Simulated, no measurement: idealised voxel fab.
This section sets out a process module, namely voxel self aligned vias.
Cross-section cut spans 285 nm and uses square cells 5 nm in size.
Cross-section layout: square cells on a grid; listed as bands, top to bottom; a band spans one or more cell rows. The entry gives the band's vertical extent as a top height and a bottom height in nm, then its horizontal make-up as materials from left to right, each with a width in nm. "empty" stands for empty space; a single material marked "all across" fills the band edge to edge. Height is counted from the level 0, under which the received wafer is composed throughout of one material. The lowest of the bands is not closed at the bottom but continues downward, in the notation "0 and below". The expression "30 to 40" gives the width at the extremes of the band, the first number at its top row of cells and the second at its bottom row, with the width changing by equal amounts from each row to the next in between. Basically "no modification" means that step didn't change any cell in the cross-section. Heads up: "Voids, enclosed" only lists the empty pockets with no open path to the top that are 8 cells or more, and it writes them as width x height at distance, distance from the left edge, in nm. On a step's line, text after the settings is the simulator commenting on that step. overlay nm: where the mask lay relative to plan, measured to the right, on steps with a mask; negatives go left.

**The planned process steps are enumerated hereunder**
| 1 | RECEIVE (material Si) |
| 2 | CONFORMAL_DEP (material SiO2; thk nm 15) |
| 3 | CONFORMAL_DEP (material SiCN; thk nm 5) |
| 4 | DIRECTIONAL_DEP (material lowk; thk nm 30) |
| 5 | DIRECTIONAL_DEP (material aC; thk nm 10) |
| 6 | PATTERN (tone open; mask id LINES; material resist; width nm 20; pitch nm 60; thk nm 30; overlay nm 0) |
| 7 | DIRECTIONAL_ETCH (etch materials aC; depth nm 10) |
| 8 | STRIP (etch materials resist) |
| 9 | DIRECTIONAL_ETCH (etch materials lowk; depth nm 30) |
| 10 | STRIP (etch materials aC) |
| 11 | CONFORMAL_DEP (material TiN; thk nm 5) |
| 12 | FILL_DEP (material W; thk nm 10) |
| 13 | CMP (height nm 50) |
| 14 | SELECTIVE_ETCH (etch materials W Ru TiN; depth nm 10) |
| 15 | FILL_DEP (material SiN; thk nm 10) |
| 16 | CMP (height nm 50) |
| 17 | DIRECTIONAL_DEP (material lowk; thk nm 15) |
| 18 | PATTERN (tone open; mask id VIAS; material resist; width nm 40; thk nm 15; overlay nm 0) |
| 19 | DIRECTIONAL_ETCH (etch materials lowk; depth nm 15) |
| 20 | DIRECTIONAL_ETCH (etch materials SiN; depth nm 10) |
| 21 | STRIP (etch materials resist) |
| 22 | CONFORMAL_DEP (material TiN; thk nm 5) |
| 23 | FILL_DEP (material W; thk nm 5) |
| 24 | CMP (height nm 65) |
| 25 | CONFORMAL_DEP (material SiN; thk nm 5) |

**First wafer out of two, processed as planned**

**The cross-section here shows the wafer as received, i.e. in its state after step 1**
- 0 and below = Si all across
- Voids, enclosed: none

**So this is the wafer cross-section right after step 2**
- 15 down to 0 = SiO2 all across
- Everything below 0 is unchanged.

**So this is the wafer cross-section right after step 3**
- 20 down to 15 = SiCN all across
- Everything below 15 is unchanged.

**So this is the wafer cross-section right after step 4**
- 50 down to 20 = lowk all across
- Everything below 20 is unchanged.

**So this is the wafer cross-section right after step 5**
- 60 down to 50 = aC all across
- Everything below 50 is unchanged.

**So this is the wafer cross-section right after step 6**
- 90 down to 60 = resist (100) | empty (20) | resist (40) | empty (20) | resist (105)
- Everything below 60 is unchanged.

**So this is the wafer cross-section right after step 7**
- 80 down to 60 = resist (100) | empty (20) | resist (40) | empty (20) | resist (105)
- 60 down to 50 = aC (100) | empty (20) | aC (40) | empty (20) | aC (105)
- Everything below 50 is unchanged.

**So this is the wafer cross-section right after step 8**
- 60 down to 50 = aC (100) | empty (20) | aC (40) | empty (20) | aC (105)
- Everything below 50 is unchanged.

**So this is the wafer cross-section right after step 9**
- 60 down to 50 = aC (100) | empty (20) | aC (40) | empty (20) | aC (105)
- 50 down to 20 = lowk (100) | empty (20) | lowk (40) | empty (20) | lowk (105)
- Everything below 20 is unchanged.

**So this is the wafer cross-section right after step 10**
- 50 down to 20 = lowk (100) | empty (20) | lowk (40) | empty (20) | lowk (105)
- Everything below 20 is unchanged.

**So this is the wafer cross-section right after step 11**
- 55 down to 50 = TiN (105) | empty (10) | TiN (50) | empty (10) | TiN (110)
- 50 down to 25 = lowk (100) | TiN (5) | empty (10) | TiN (5) | lowk (40) | TiN (5) | empty (10) | TiN (5) | lowk (105)
- 25 down to 20 = lowk (100) | TiN (20) | lowk (40) | TiN (20) | lowk (105)
- Everything below 20 is unchanged.

**So this is the wafer cross-section right after step 12**
- 65 down to 55 = W all across
- 55 down to 50 = TiN (105) | W (10) | TiN (50) | W (10) | TiN (110)
- 50 down to 25 = lowk (100) | TiN (5) | W (10) | TiN (5) | lowk (40) | TiN (5) | W (10) | TiN (5) | lowk (105)
- Everything below 25 is unchanged.

**So this is the wafer cross-section right after step 13**
- 50 down to 25 = lowk (100) | TiN (5) | W (10) | TiN (5) | lowk (40) | TiN (5) | W (10) | TiN (5) | lowk (105)
- Everything below 25 is unchanged.

**So this is the wafer cross-section right after step 14**
- 50 down to 40 = lowk (100) | empty (20) | lowk (40) | empty (20) | lowk (105)
- Everything below 40 is unchanged.

**So this is the wafer cross-section right after step 15**
- 60 down to 50 = SiN all across
- 50 down to 40 = lowk (100) | SiN (20) | lowk (40) | SiN (20) | lowk (105)
- Everything below 40 is unchanged.

**So this is the wafer cross-section right after step 16**
- 50 down to 40 = lowk (100) | SiN (20) | lowk (40) | SiN (20) | lowk (105)
- Everything below 40 is unchanged.

**So this is the wafer cross-section right after step 17**
- 65 down to 50 = lowk all across
- Everything below 50 is unchanged.

**So this is the wafer cross-section right after step 18**
- 80 down to 65 = resist (90) | empty (40) | resist (155)
- Everything below 65 is unchanged.

**So this is the wafer cross-section right after step 19**
- 80 down to 65 = resist (90) | empty (40) | resist (155)
- 65 down to 50 = lowk (90) | empty (40) | lowk (155)
- Everything below 50 is unchanged.

**So this is the wafer cross-section right after step 20**
- 80 down to 65 = resist (90) | empty (40) | resist (155)
- 65 down to 50 = lowk (90) | empty (40) | lowk (155)
- 50 down to 40 = lowk (100) | empty (20) | lowk (40) | SiN (20) | lowk (105)
- Everything below 40 is unchanged.

**So this is the wafer cross-section right after step 21**
- 65 down to 50 = lowk (90) | empty (40) | lowk (155)
- Everything below 50 is unchanged.

**So this is the wafer cross-section right after step 22**
- 70 down to 65 = TiN (95) | empty (30) | TiN (160)
- 65 down to 55 = lowk (90) | TiN (5) | empty (30) | TiN (5) | lowk (155)
- 55 down to 50 = lowk (90) | TiN (15) | empty (10) | TiN (15) | lowk (155)
- 50 down to 45 = lowk (100) | TiN (5) | empty (10) | TiN (5) | lowk (40) | SiN (20) | lowk (105)
- 45 down to 40 = lowk (100) | TiN (20) | lowk (40) | SiN (20) | lowk (105)
- Everything below 40 is unchanged.

**So this is the wafer cross-section right after step 23**
- 75 down to 70 = W all across
- 70 down to 65 = TiN (95) | W (30) | TiN (160)
- 65 down to 55 = lowk (90) | TiN (5) | W (30) | TiN (5) | lowk (155)
- 55 down to 50 = lowk (90) | TiN (15) | W (10) | TiN (15) | lowk (155)
- 50 down to 45 = lowk (100) | TiN (5) | W (10) | TiN (5) | lowk (40) | SiN (20) | lowk (105)
- Everything below 45 is unchanged.

**So this is the wafer cross-section right after step 24**
- 65 down to 55 = lowk (90) | TiN (5) | W (30) | TiN (5) | lowk (155)
- Everything below 55 is unchanged.

**So this is the wafer cross-section right after step 25**
- 70 down to 65 = SiN all across
- Everything below 65 is unchanged.

**Wafer two of two - same starting point, same process plan, one mistake in execution; matches wafer one up to and including step 1**

**Cross-section of the second wafer at the time by which step 2 should have been completed according to the plan**
- 5 down to 0 = SiCN all across
- Everything below 0 is unchanged.

**Cross-section of the second wafer at the time by which step 3 should have been completed according to the plan**
- 20 down to 5 = SiO2 all across
- Everything below 5 is unchanged.

**Cross-section of the second wafer at the time by which step 4 should have been completed according to the plan**
- 50 down to 20 = lowk all across
- Everything below 20 is unchanged.

**Cross-section of the second wafer at the time by which step 5 should have been completed according to the plan**
- 60 down to 50 = aC all across
- Everything below 50 is unchanged.

**Cross-section of the second wafer at the time by which step 6 should have been completed according to the plan**
- 90 down to 60 = resist (100) | empty (20) | resist (40) | empty (20) | resist (105)
- Everything below 60 is unchanged.

**Cross-section of the second wafer at the time by which step 7 should have been completed according to the plan**
- 80 down to 60 = resist (100) | empty (20) | resist (40) | empty (20) | resist (105)
- 60 down to 50 = aC (100) | empty (20) | aC (40) | empty (20) | aC (105)
- Everything below 50 is unchanged.

**Cross-section of the second wafer at the time by which step 8 should have been completed according to the plan**
- 60 down to 50 = aC (100) | empty (20) | aC (40) | empty (20) | aC (105)
- Everything below 50 is unchanged.

**Cross-section of the second wafer at the time by which step 9 should have been completed according to the plan**
- 60 down to 50 = aC (100) | empty (20) | aC (40) | empty (20) | aC (105)
- 50 down to 20 = lowk (100) | empty (20) | lowk (40) | empty (20) | lowk (105)
- Everything below 20 is unchanged.

**Cross-section of the second wafer at the time by which step 10 should have been completed according to the plan**
- 50 down to 20 = lowk (100) | empty (20) | lowk (40) | empty (20) | lowk (105)
- Everything below 20 is unchanged.

**Cross-section of the second wafer at the time by which step 11 should have been completed according to the plan**
- 55 down to 50 = TiN (105) | empty (10) | TiN (50) | empty (10) | TiN (110)
- 50 down to 25 = lowk (100) | TiN (5) | empty (10) | TiN (5) | lowk (40) | TiN (5) | empty (10) | TiN (5) | lowk (105)
- 25 down to 20 = lowk (100) | TiN (20) | lowk (40) | TiN (20) | lowk (105)
- Everything below 20 is unchanged.

**Cross-section of the second wafer at the time by which step 12 should have been completed according to the plan**
- 65 down to 55 = W all across
- 55 down to 50 = TiN (105) | W (10) | TiN (50) | W (10) | TiN (110)
- 50 down to 25 = lowk (100) | TiN (5) | W (10) | TiN (5) | lowk (40) | TiN (5) | W (10) | TiN (5) | lowk (105)
- Everything below 25 is unchanged.

**Cross-section of the second wafer at the time by which step 13 should have been completed according to the plan**
- 50 down to 25 = lowk (100) | TiN (5) | W (10) | TiN (5) | lowk (40) | TiN (5) | W (10) | TiN (5) | lowk (105)
- Everything below 25 is unchanged.

**Cross-section of the second wafer at the time by which step 14 should have been completed according to the plan**
- 50 down to 40 = lowk (100) | empty (20) | lowk (40) | empty (20) | lowk (105)
- Everything below 40 is unchanged.

**Cross-section of the second wafer at the time by which step 15 should have been completed according to the plan**
- 60 down to 50 = SiN all across
- 50 down to 40 = lowk (100) | SiN (20) | lowk (40) | SiN (20) | lowk (105)
- Everything below 40 is unchanged.

**Cross-section of the second wafer at the time by which step 16 should have been completed according to the plan**
- 50 down to 40 = lowk (100) | SiN (20) | lowk (40) | SiN (20) | lowk (105)
- Everything below 40 is unchanged.

**Cross-section of the second wafer at the time by which step 17 should have been completed according to the plan**
- 65 down to 50 = lowk all across
- Everything below 50 is unchanged.

**Cross-section of the second wafer at the time by which step 18 should have been completed according to the plan**
- 80 down to 65 = resist (90) | empty (40) | resist (155)
- Everything below 65 is unchanged.

**Cross-section of the second wafer at the time by which step 19 should have been completed according to the plan**
- 80 down to 65 = resist (90) | empty (40) | resist (155)
- 65 down to 50 = lowk (90) | empty (40) | lowk (155)
- Everything below 50 is unchanged.

**Cross-section of the second wafer at the time by which step 20 should have been completed according to the plan**
- 80 down to 65 = resist (90) | empty (40) | resist (155)
- 65 down to 50 = lowk (90) | empty (40) | lowk (155)
- 50 down to 40 = lowk (100) | empty (20) | lowk (40) | SiN (20) | lowk (105)
- Everything below 40 is unchanged.

**Cross-section of the second wafer at the time by which step 21 should have been completed according to the plan**
- 65 down to 50 = lowk (90) | empty (40) | lowk (155)
- Everything below 50 is unchanged.

**Cross-section of the second wafer at the time by which step 22 should have been completed according to the plan**
- 70 down to 65 = TiN (95) | empty (30) | TiN (160)
- 65 down to 55 = lowk (90) | TiN (5) | empty (30) | TiN (5) | lowk (155)
- 55 down to 50 = lowk (90) | TiN (15) | empty (10) | TiN (15) | lowk (155)
- 50 down to 45 = lowk (100) | TiN (5) | empty (10) | TiN (5) | lowk (40) | SiN (20) | lowk (105)
- 45 down to 40 = lowk (100) | TiN (20) | lowk (40) | SiN (20) | lowk (105)
- Everything below 40 is unchanged.

**Cross-section of the second wafer at the time by which step 23 should have been completed according to the plan**
- 75 down to 70 = W all across
- 70 down to 65 = TiN (95) | W (30) | TiN (160)
- 65 down to 55 = lowk (90) | TiN (5) | W (30) | TiN (5) | lowk (155)
- 55 down to 50 = lowk (90) | TiN (15) | W (10) | TiN (15) | lowk (155)
- 50 down to 45 = lowk (100) | TiN (5) | W (10) | TiN (5) | lowk (40) | SiN (20) | lowk (105)
- Everything below 45 is unchanged.

**Cross-section of the second wafer at the time by which step 24 should have been completed according to the plan**
- 65 down to 55 = lowk (90) | TiN (5) | W (30) | TiN (5) | lowk (155)
- Everything below 55 is unchanged.

**Cross-section of the second wafer at the time by which step 25 should have been completed according to the plan**
- 70 down to 65 = SiN all across
- Everything below 65 is unchanged.
Heads up, the wafer didn't run the way we planned it: deviation from plan: step 3 and step 2 executed in one another's positions
Heads up: at the end the two wafers have identical cell counts per material, they're just laid out differently.
